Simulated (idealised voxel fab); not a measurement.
Process module in this document: voxel self aligned contacts
It is cross-section cut that appears here, measuring 170 nm in width, its square cells being 5 nm in size.
Cross-section format: a grid of square cells, given as bands from top to bottom; each band is one or more rows of cells.
Quick guide to a band line: top height, bottom height (nm) up front; then every material left to right with its width in nm. Only one material and it's marked "edge to edge"? Then it fills the band edge to edge. And "air" just means empty space.
For the purposes of this specification, 0 denotes the height below which the wafer in its as-received condition is composed wholly of one material, and the lowermost band, lacking a lower limit, extends downward without end, as expressed in "top 0, no bottom".
The notation "30..40" denotes a width that varies across the rows of cells in the band, beginning at the first number in the top row, finishing at the second number in the bottom row, and changing by an identical amount from each row to the next.
For the purposes of this document, the phrase "no change" attached to a step denotes that no cell within the cross-section was modified by that step.
Entry "Entrapped voids". Content: empty spaces with no open connection to the top, size 8 cells or greater. Each: width x height at distance. Distance: from left edge. Unit: nm.
Read whatever lies past the settings on a step's line as the simulator's own remark about the step.
If you see "overlay nm" on a step's line and that step has a mask, it's telling you how far right of where it was planned the mask ended up; a negative number means it went left instead.

### Process steps (planned)
1: RECEIVE, material Si
2: OXIDIZE, depth nm 5
3: DIRECTIONAL_DEP, material polySi, thk nm 30
4: DIRECTIONAL_DEP, material SiN, thk nm 20
5: PATTERN, tone cover, mask id GATE, material resist, width nm 25, pitch nm 50, thk nm 20, overlay nm 0
6: DIRECTIONAL_ETCH, etch materials SiN, depth nm 20
7: DIRECTIONAL_ETCH, etch materials polySi, depth nm 30
8: STRIP, etch materials resist
9: CONFORMAL_DEP, material SiN, thk nm 5
10: DIRECTIONAL_ETCH, etch materials SiN, depth nm 5
11: FILL_DEP, material SiO2, thk nm 15
12: CMP, height nm 55
13: MASKED_ETCH, tone open, mask id CONTACT, width nm 35, etch materials SiO2, depth nm 60, overlay nm 0
14: CONFORMAL_DEP, material TiN, thk nm 5
15: FILL_DEP, material W, thk nm 10
16: CMP, height nm 55
17: CONFORMAL_DEP, material SiCN, thk nm 5

### Incoming wafer, cross-sectional view, post step 1
top 0, no bottom | Si edge to edge
Entrapped voids: none

### Module complete, cross-section. Starting point and plan per above. One mistake made in running the module
top 60, bottom 55 | SiCN edge to edge
top 55, bottom 50 | SiO2 65 nm, then TiN 15 nm, then W 5 nm, then TiN 15 nm, then SiO2 70 nm
top 50, bottom 30 | SiO2 40 nm, then SiN 35 nm, then TiN 5 nm, then W 5 nm, then TiN 5 nm, then SiN 35 nm, then SiO2 45 nm
top 30, bottom 5 | SiO2 40 nm, then SiN 5 nm, then polySi 25 nm, then SiN 5 nm, then TiN 5 nm, then W 5 nm, then TiN 5 nm, then SiN 5 nm, then polySi 25 nm, then SiN 5 nm, then SiO2 45 nm
top 5, bottom 0 | SiO2 40 nm, then SiN 5 nm, then polySi 25 nm, then SiN 5 nm, then TiN 15 nm, then SiN 5 nm, then polySi 25 nm, then SiN 5 nm, then SiO2 45 nm
top 0, no bottom | Si edge to edge
Entrapped voids: none
Deviation from plan: no execution of plan step 2; skipped
